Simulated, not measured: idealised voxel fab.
Name of the process module below: voxel ribs on slabs
Cross-section cut: width 175 nm, square cells of 5 nm.
Cross-section = grid of square cells, listed top down in bands; band = one or more rows. Top, bottom (nm), then materials left to right with widths (nm); lone material tagged "throughout" fills the whole band edge to edge; "air" = empty space. Convention: height 0 is the level below which the wafer, as received, is all one material. The lowest band does not terminate at the bottom but continues downward, represented as "0 down". Quick explanation for "30 to 40": the width changes in equal steps down the rows of cells, from the first number in the band's top row to the second number in its bottom row. What does "all unchanged" mean for a step? It means no cell of the cross-section changed in that step. For the entry "Trapped void list", the listed items are empty spaces with no open way to the top whose size is 8 cells or more; each item follows the pattern width x height at distance, where distance is from the left edge and all three are in nm. Heads up: the bit after the settings on a step's line is the simulator's remark on that step. overlay nm, on a step with a mask: how far to the right of its planned place the mask lay; to the left if negative.
Planned process steps:
1) RECEIVE | material Si
2) DIRECTIONAL_DEP | material SiO2 | thk nm 30
3) DIRECTIONAL_DEP | material SiN | thk nm 20
4) PATTERN | tone cover | mask id RIB | material resist | width nm 25 | thk nm 20 | overlay nm 0
5) DIRECTIONAL_ETCH | etch materials SiN | depth nm 10
6) STRIP | etch materials resist
7) PATTERN | tone cover | mask id SLAB | material resist | width nm 65 | thk nm 15 | overlay nm 0
8) DIRECTIONAL_ETCH | etch materials SiN | depth nm 10
9) STRIP | etch materials resist
10) FILL_DEP | material SiO2 | thk nm 20
11) CMP | height nm 65
12) DIRECTIONAL_DEP | material W | thk nm 10
13) MASKED_ETCH | tone cover | mask id HEATER | width nm 35 | etch materials W | depth nm 10 | overlay nm 0
14) CONFORMAL_DEP | material SiN | thk nm 5
Cross-section of the wafer at receipt, which is the condition after step 1:
> 0 down  Si throughout
> Trapped void list: none
Module complete - cross-section of the first of two wafers, run according to plan:
> 80 to 75  65 nm air / 45 nm SiN / 65 nm air
> 75 to 70  65 nm air / 5 nm SiN / 35 nm W / 5 nm SiN / 65 nm air
> 70 to 65  70 nm SiN / 35 nm W / 70 nm SiN
> 65 to 50  SiO2 throughout
> 50 to 40  75 nm SiO2 / 25 nm SiN / 75 nm SiO2
> 40 to 30  55 nm SiO2 / 65 nm SiN / 55 nm SiO2
> 30 to 0  SiO2 throughout
> 0 down  Si throughout
> Trapped void list: none
This cross-section belongs to the second wafer of two at the end of the module; the start and the plan were shared with the first, and the run included one mistake:
> 80 to 75  65 nm air / 45 nm SiN / 65 nm air
> 75 to 70  65 nm air / 5 nm SiN / 35 nm W / 5 nm SiN / 65 nm air
> 70 to 65  70 nm SiN / 35 nm W / 70 nm SiN
> 65 to 20  SiO2 throughout
> 20 to 0  SiN throughout
> 0 down  Si throughout
> Trapped void list: none
Against the plan, the run slipped here: so 2 and 3 got swapped relative to the plan, each ran where the other was supposed to
Upon completion, the second wafer contains, in terms of cells, a greater or smaller amount of certain materials than the first wafer: +104 SiN | -104 SiO2
